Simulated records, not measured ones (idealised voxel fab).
process module | voxel local oxidation
cross-section cut | 160 nm wide | cells 5 nm
A cross-section is a grid of square cells, given in bands from the top down. A band is one or more rows of cells.
Each band's line starts with the height of the band's top and of its bottom, in nm. Then come its materials from left to right, each with its width in nm. One material with "throughout" fills the band from edge to edge. "air" is empty space.
Height 0 is the level under which the wafer as received is all one material. The lowest band goes on downwards, as in "0 down".
A width such as "30 to 40" changes by the same amount from each row of cells to the next, from the band's top row to its bottom row.
"no change" after a step means that no cell of the cross-section changed.
closed voids: empty space of 8 cells or more with no open way to the top, each as width x height at its distance from the left edge, in nm
after a step's settings: what the simulator itself notes on the step
overlay nm, on a step with a mask: how far to the right of its planned place the mask lay; to the left if negative
plan
1 op RECEIVE | material Si
2 op CONFORMAL_DEP | material SiO2 | thk nm 5
3 op CONFORMAL_DEP | material SiN | thk nm 15
4 op PATTERN | tone cover | mask id ACTIVE | material resist | width nm 115 | thk nm 20 | overlay nm 0
5 op DIRECTIONAL_ETCH | etch materials SiN | depth nm 15
6 op STRIP | etch materials resist
7 op SELECTIVE_ETCH | etch materials SiO2 | depth nm 5
8 op OXIDIZE | depth nm 15
9 op STRIP | etch materials SiN
varied across the wafers: depth nm of step 7. The plan shows the first wafer's value. All wafers start alike
first wafer as received, after step 1
  0 down: Si throughout
  closed voids: none
each wafer at the end: cells of each material gained (+) or lost (-) since it was received, then its closed voids
depth nm 5 | -51 Si | +72 SiO2 | closed voids: none
depth nm 10 | -57 Si | +76 SiO2 | closed voids: none
depth nm 15 | -63 Si | +80 SiO2 | closed voids: none
depth nm 20 | -69 Si | +84 SiO2 | closed voids: none
